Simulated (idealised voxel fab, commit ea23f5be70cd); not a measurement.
This section sets out a process module, namely voxel capacitor over wiring.
It is cross-section cut that appears here, measuring 195 nm in width, its square cells being 5 nm in size.
Format of a cross-section: grid, square cells. Given as bands. Order: top down. Band: one or more rows of cells.
Look at the band entry: it leads with the top's height and the bottom's height in nm. Then it lists the materials left to right, with a width in nm for each. The word "throughout" on a single material says that material fills the band edge to edge. The word "empty" is empty space.
It should be noted that heights are counted from 0, beneath which the wafer as supplied is of one material throughout, and that the lowest band possesses no lower boundary but continues downward, as written in "z 0 and below".
Width spec "30->40" -> top row of cells at first value, bottom row at second value, equal per-row change in between.
Step note "left unchanged" = no cross-section cell changed.
"Closed void register" contains a list of empty spaces, each no smaller than 8 cells and without an open way to the top, written in the form width x height at distance with the distance from the left edge and all three in nm.
Text after the settings on a step's line: the simulator's own remark on that step.
For masked steps, "overlay nm" on the step line gives how far right of plan the mask actually lay; a minus sign means it lay to the left.

### Listed below are the process steps as planned
step 1: op RECEIVE | material Si
step 2: op CONFORMAL_DEP | material SiO2 | thk nm 15
step 3: op DIRECTIONAL_DEP | material TiN | thk nm 5
step 4: op DIRECTIONAL_DEP | material W | thk nm 15
step 5: op DIRECTIONAL_DEP | material aC | thk nm 15
step 6: op PATTERN | tone cover | mask id METAL_1 | material resist | width nm 20 | pitch nm 75 | thk nm 35 | overlay nm 0
step 7: op DIRECTIONAL_ETCH | etch materials aC | depth nm 15
step 8: op STRIP | etch materials resist
step 9: op DIRECTIONAL_ETCH | etch materials W | depth nm 15
step 10: op DIRECTIONAL_ETCH | etch materials TiN | depth nm 5
step 11: op STRIP | etch materials aC
step 12: op CONFORMAL_DEP | material SiCN | thk nm 5
step 13: op FILL_DEP | material lowk | thk nm 5
step 14: op CMP | height nm 35
step 15: op CONFORMAL_DEP | material SiCN | thk nm 5
step 16: op DIRECTIONAL_DEP | material lowk | thk nm 10
step 17: op DIRECTIONAL_DEP | material aC | thk nm 15
step 18: op PATTERN | tone open | mask id PLUG_1 | material resist | width nm 15 | thk nm 35 | overlay nm 0
step 19: op DIRECTIONAL_ETCH | etch materials aC | depth nm 15
step 20: op STRIP | etch materials resist
step 21: op DIRECTIONAL_ETCH | etch materials lowk | depth nm 10
step 22: op DIRECTIONAL_ETCH | etch materials SiCN | depth nm 5
step 23: op STRIP | etch materials aC
step 24: op EPI | material Ru | thk nm 10
step 25: op EPI | material Ru | thk nm 5
step 26: op DIRECTIONAL_DEP | material TiN | thk nm 5
step 27: op DIRECTIONAL_DEP | material Al2O3 | thk nm 5
step 28: op DIRECTIONAL_DEP | material TiN | thk nm 10
step 29: op MASKED_ETCH | tone cover | mask id UPPER_PLATE | width nm 60 | etch materials TiN | depth nm 10 | overlay nm 0
step 30: op MASKED_ETCH | tone cover | mask id UPPER_PLATE | width nm 60 | etch materials Al2O3 | depth nm 5 | overlay nm 0
step 31: op DIRECTIONAL_DEP | material aC | thk nm 15
step 32: op PATTERN | tone cover | mask id LOWER_PLATE | material resist | width nm 70 | thk nm 30 | overlay nm 0
step 33: op DIRECTIONAL_ETCH | etch materials aC | depth nm 15
step 34: op STRIP | etch materials resist
step 35: op DIRECTIONAL_ETCH | etch materials TiN | depth nm 5
step 36: op STRIP | etch materials aC
step 37: op FILL_DEP | material SiO2 | thk nm 20
step 38: op CMP | height nm 85
step 39: op MASKED_ETCH | tone open | mask id PLUG_2 | width nm 15 | etch materials SiO2 | depth nm 15 | overlay nm 0
step 40: op CONFORMAL_DEP | material TiN | thk nm 5
step 41: op FILL_DEP | material Cu | thk nm 5
step 42: op CMP | height nm 85
step 43: op CONFORMAL_DEP | material SiCN | thk nm 5
The value of width nm given for step 39 in the plan refers to the first wafer; the wafers vary in this setting and are alike at the start.

### This is how the first of several wafers looked in cross-section when it arrived, which is after step 1
    z 0 and below: Si throughout
    Closed void register: none

### Last step of the module is step 43; after it, the first of several wafers in cross-section
    z 90 to 85: SiCN throughout
    z 85 to 75: SiO2 (65) | TiN (5) | Cu (5) | TiN (5) | SiO2 (115)
    z 75 to 70: SiO2 (65) | TiN (15) | SiO2 (115)
    z 70 to 60: SiO2 (55) | TiN (60) | SiO2 (80)
    z 60 to 55: SiO2 (55) | Al2O3 (60) | SiO2 (80)
    z 55 to 50: SiO2 (50) | TiN (70) | SiO2 (75)
    z 50 to 40: lowk (55) | Ru (15) | lowk (125)
    z 40 to 35: SiCN (55) | Ru (15) | SiCN (125)
    z 35 to 20: lowk (45) | SiCN (5) | W (20) | SiCN (5) | lowk (45) | SiCN (5) | W (20) | SiCN (5) | lowk (45)
    z 20 to 15: SiCN (50) | TiN (20) | SiCN (55) | TiN (20) | SiCN (50)
    z 15 to 0: SiO2 throughout
    z 0 and below: Si throughout
    Closed void register: none

### Cross-sectional view of the final wafer of several at the module's end
    z 90 to 85: SiCN throughout
    z 85 to 75: SiO2 (60) | TiN (5) | Cu (20) | TiN (5) | SiO2 (105)
    z 75 to 70: SiO2 (60) | TiN (30) | SiO2 (105)
    z 70 to 60: SiO2 (55) | TiN (60) | SiO2 (80)
    z 60 to 55: SiO2 (55) | Al2O3 (60) | SiO2 (80)
    z 55 to 50: SiO2 (50) | TiN (70) | SiO2 (75)
    z 50 to 40: lowk (55) | Ru (15) | lowk (125)
    z 40 to 35: SiCN (55) | Ru (15) | SiCN (125)
    z 35 to 20: lowk (45) | SiCN (5) | W (20) | SiCN (5) | lowk (45) | SiCN (5) | W (20) | SiCN (5) | lowk (45)
    z 20 to 15: SiCN (50) | TiN (20) | SiCN (55) | TiN (20) | SiCN (50)
    z 15 to 0: SiO2 throughout
    z 0 and below: Si throughout
    Closed void register: none

### The following table contains a row per wafer, in which are reported, at the conclusion of the module, the cells of each material gained (+) or lost (-) since the wafer's receipt, with its closed voids given thereafter
width nm 15, +12 Al2O3, +2 Cu, +9 Ru, +118 SiCN, +331 SiO2, +53 TiN, +24 W, +153 lowk, Closed void register: none
width nm 20, +12 Al2O3, +4 Cu, +9 Ru, +118 SiCN, +328 SiO2, +54 TiN, +24 W, +153 lowk, Closed void register: none
width nm 25, +12 Al2O3, +6 Cu, +9 Ru, +118 SiCN, +325 SiO2, +55 TiN, +24 W, +153 lowk, Closed void register: none
width nm 30, +12 Al2O3, +8 Cu, +9 Ru, +118 SiCN, +322 SiO2, +56 TiN, +24 W, +153 lowk, Closed void register: none
